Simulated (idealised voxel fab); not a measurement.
process module | voxel wiring stack
cross-section cut | 255 nm wide | cells 5 nm
A cross-section is a grid of square cells, given in bands from the top down. A band is one or more rows of cells.
Each band's line starts with the height of the band's top and of its bottom, in nm. Then come its materials from left to right, each with its width in nm. One material with "throughout" fills the band from edge to edge. "air" is empty space.
Height 0 is the level under which the wafer as received is all one material. The lowest band goes on downwards, as in "0 down".
A width such as "30 to 40" changes by the same amount from each row of cells to the next, from the band's top row to its bottom row.
"no change" after a step means that no cell of the cross-section changed.
closed voids: empty space of 8 cells or more with no open way to the top, each as width x height at its distance from the left edge, in nm
after a step's settings: what the simulator itself notes on the step
overlay nm, on a step with a mask: how far to the right of its planned place the mask lay; to the left if negative
plan
1 op RECEIVE | material Si
2 op CONFORMAL_DEP | material SiO2 | thk nm 15
3 op DIRECTIONAL_DEP | material TiN | thk nm 5
4 op DIRECTIONAL_DEP | material Ru | thk nm 20
5 op MASKED_ETCH | tone cover | mask id METAL_1 | width nm 30 | pitch nm 60 | etch materials Ru | depth nm 20 | overlay nm 0
6 op MASKED_ETCH | tone cover | mask id METAL_1 | width nm 30 | pitch nm 60 | etch materials TiN | depth nm 5 | overlay nm 0
7 op CONFORMAL_DEP | material SiN | thk nm 5
8 op FILL_DEP | material SiO2 | thk nm 10
9 op CMP | height nm 40
10 op CONFORMAL_DEP | material SiCN | thk nm 5
11 op DIRECTIONAL_DEP | material lowk | thk nm 30
12 op PATTERN | tone open | mask id METAL_2 | material resist | width nm 30 | pitch nm 60 | thk nm 15 | overlay nm 0
13 op DIRECTIONAL_ETCH | etch materials lowk | depth nm 20
14 op STRIP | etch materials resist
15 op MASKED_ETCH | tone open | mask id METAL_2_HOLES | width nm 15 | pitch nm 120 | etch materials lowk | depth nm 10 | overlay nm 0
16 op MASKED_ETCH | tone open | mask id METAL_2_HOLES | width nm 15 | pitch nm 120 | etch materials SiCN | depth nm 5 | overlay nm 0
17 op CONFORMAL_DEP | material TiN | thk nm 5
18 op FILL_DEP | material Cu | thk nm 5
19 op CMP | height nm 75
20 op CONFORMAL_DEP | material SiCN | thk nm 5
21 op DIRECTIONAL_DEP | material SiO2 | thk nm 30
22 op MASKED_ETCH | tone open | mask id METAL_3 | width nm 30 | pitch nm 60 | etch materials SiO2 | depth nm 15 | overlay nm 0
23 op MASKED_ETCH | tone open | mask id METAL_3_HOLES | width nm 15 | pitch nm 120 | etch materials SiO2 | depth nm 15 | overlay nm 0
24 op MASKED_ETCH | tone open | mask id METAL_3_HOLES | width nm 15 | pitch nm 120 | etch materials SiCN | depth nm 5 | overlay nm 0
25 op CONFORMAL_DEP | material TiN | thk nm 5
26 op FILL_DEP | material Cu | thk nm 10
27 op CMP | height nm 110
28 op CONFORMAL_DEP | material SiCN | thk nm 5
29 op DIRECTIONAL_DEP | material SiO2 | thk nm 30
30 op PATTERN | tone open | mask id METAL_4 | material resist | width nm 30 | pitch nm 60 | thk nm 15 | overlay nm 0
31 op DIRECTIONAL_ETCH | etch materials SiO2 | depth nm 15
32 op STRIP | etch materials resist
33 op MASKED_ETCH | tone open | mask id METAL_4_HOLES | width nm 15 | pitch nm 60 | etch materials SiO2 | depth nm 15 | overlay nm 0
34 op MASKED_ETCH | tone open | mask id METAL_4_HOLES | width nm 15 | pitch nm 60 | etch materials SiCN | depth nm 5 | overlay nm 0
35 op CONFORMAL_DEP | material TiN | thk nm 5
36 op FILL_DEP | material Cu | thk nm 10
37 op CMP | height nm 145
38 op CONFORMAL_DEP | material SiN | thk nm 5
as received, after step 1
  0 down: Si throughout
  closed voids: none
first wafer at the end, as planned
  150 to 145: SiN throughout
  145 to 135: SiO2 20 | TiN 5 | Cu 20 | TiN 5 | SiO2 30 | TiN 5 | Cu 20 | TiN 5 | SiO2 30 | TiN 5 | Cu 20 | TiN 5 | SiO2 30 | TiN 5 | Cu 20 | TiN 5 | SiO2 25
  135 to 130: SiO2 20 | TiN 5 | Cu 5 | TiN 20 | SiO2 30 | TiN 5 | Cu 5 | TiN 20 | SiO2 30 | TiN 5 | Cu 5 | TiN 20 | SiO2 30 | TiN 5 | Cu 5 | TiN 20 | SiO2 25
  130 to 115: SiO2 20 | TiN 5 | Cu 5 | TiN 5 | SiO2 45 | TiN 5 | Cu 5 | TiN 5 | SiO2 45 | TiN 5 | Cu 5 | TiN 5 | SiO2 45 | TiN 5 | Cu 5 | TiN 5 | SiO2 40
  115 to 110: SiCN 20 | TiN 15 | SiCN 45 | TiN 15 | SiCN 45 | TiN 15 | SiCN 45 | TiN 15 | SiCN 40
  110 to 100: SiO2 20 | TiN 5 | Cu 20 | TiN 5 | SiO2 30 | TiN 5 | Cu 20 | TiN 5 | SiO2 30 | TiN 5 | Cu 20 | TiN 5 | SiO2 30 | TiN 5 | Cu 20 | TiN 5 | SiO2 25
  100 to 95: SiO2 20 | TiN 5 | Cu 5 | TiN 20 | SiO2 30 | TiN 30 | SiO2 30 | TiN 5 | Cu 5 | TiN 20 | SiO2 30 | TiN 30 | SiO2 25
  95 to 80: SiO2 20 | TiN 5 | Cu 5 | TiN 5 | SiO2 105 | TiN 5 | Cu 5 | TiN 5 | SiO2 100
  80 to 75: SiCN 20 | TiN 15 | SiCN 105 | TiN 15 | SiCN 100
  75 to 60: lowk 20 | TiN 5 | Cu 20 | TiN 5 | lowk 30 | TiN 5 | Cu 20 | TiN 5 | lowk 30 | TiN 5 | Cu 20 | TiN 5 | lowk 30 | TiN 5 | Cu 20 | TiN 5 | lowk 25
  60 to 55: lowk 20 | TiN 5 | Cu 5 | TiN 20 | lowk 30 | TiN 30 | lowk 30 | TiN 5 | Cu 5 | TiN 20 | lowk 30 | TiN 30 | lowk 25
  55 to 45: lowk 20 | TiN 5 | Cu 5 | TiN 5 | lowk 105 | TiN 5 | Cu 5 | TiN 5 | lowk 100
  45 to 40: SiCN 20 | TiN 15 | SiCN 105 | TiN 15 | SiCN 100
  40 to 20: SiO2 15 | SiN 5 | Ru 30 | SiN 5 | SiO2 20 | SiN 5 | Ru 30 | SiN 5 | SiO2 20 | SiN 5 | Ru 30 | SiN 5 | SiO2 20 | SiN 5 | Ru 30 | SiN 5 | SiO2 20
  20 to 15: SiN 20 | TiN 30 | SiN 30 | TiN 30 | SiN 30 | TiN 30 | SiN 30 | TiN 30 | SiN 25
  15 to 0: SiO2 throughout
  0 down: Si throughout
  closed voids: none
second wafer at the end: like start, like plan, one mistake
  150 to 145: SiN throughout
  145 to 140: SiCN 20 | TiN 15 | SiCN 45 | TiN 15 | SiCN 45 | TiN 15 | SiCN 45 | TiN 15 | SiCN 40
  140 to 110: SiO2 throughout
  110 to 100: SiO2 20 | TiN 5 | Cu 20 | TiN 5 | SiO2 30 | TiN 5 | Cu 20 | TiN 5 | SiO2 30 | TiN 5 | Cu 20 | TiN 5 | SiO2 30 | TiN 5 | Cu 20 | TiN 5 | SiO2 25
  100 to 95: SiO2 20 | TiN 5 | Cu 5 | TiN 20 | SiO2 30 | TiN 30 | SiO2 30 | TiN 5 | Cu 5 | TiN 20 | SiO2 30 | TiN 30 | SiO2 25
  95 to 80: SiO2 20 | TiN 5 | Cu 5 | TiN 5 | SiO2 105 | TiN 5 | Cu 5 | TiN 5 | SiO2 100
  80 to 75: SiCN 20 | TiN 15 | SiCN 105 | TiN 15 | SiCN 100
  75 to 60: lowk 20 | TiN 5 | Cu 20 | TiN 5 | lowk 30 | TiN 5 | Cu 20 | TiN 5 | lowk 30 | TiN 5 | Cu 20 | TiN 5 | lowk 30 | TiN 5 | Cu 20 | TiN 5 | lowk 25
  60 to 55: lowk 20 | TiN 5 | Cu 5 | TiN 20 | lowk 30 | TiN 30 | lowk 30 | TiN 5 | Cu 5 | TiN 20 | lowk 30 | TiN 30 | lowk 25
  55 to 45: lowk 20 | TiN 5 | Cu 5 | TiN 5 | lowk 105 | TiN 5 | Cu 5 | TiN 5 | lowk 100
  45 to 40: SiCN 20 | TiN 15 | SiCN 105 | TiN 15 | SiCN 100
  40 to 20: SiO2 15 | SiN 5 | Ru 30 | SiN 5 | SiO2 20 | SiN 5 | Ru 30 | SiN 5 | SiO2 20 | SiN 5 | Ru 30 | SiN 5 | SiO2 20 | SiN 5 | Ru 30 | SiN 5 | SiO2 20
  20 to 15: SiN 20 | TiN 30 | SiN 30 | TiN 30 | SiN 30 | TiN 30 | SiN 30 | TiN 30 | SiN 25
  15 to 0: SiO2 throughout
  0 down: Si throughout
  closed voids: none
what went wrong: steps 28 and 29 were swapped
at the end the second wafer has, in cells: 48 fewer of Cu | 108 more of SiO2 | 60 fewer of TiN
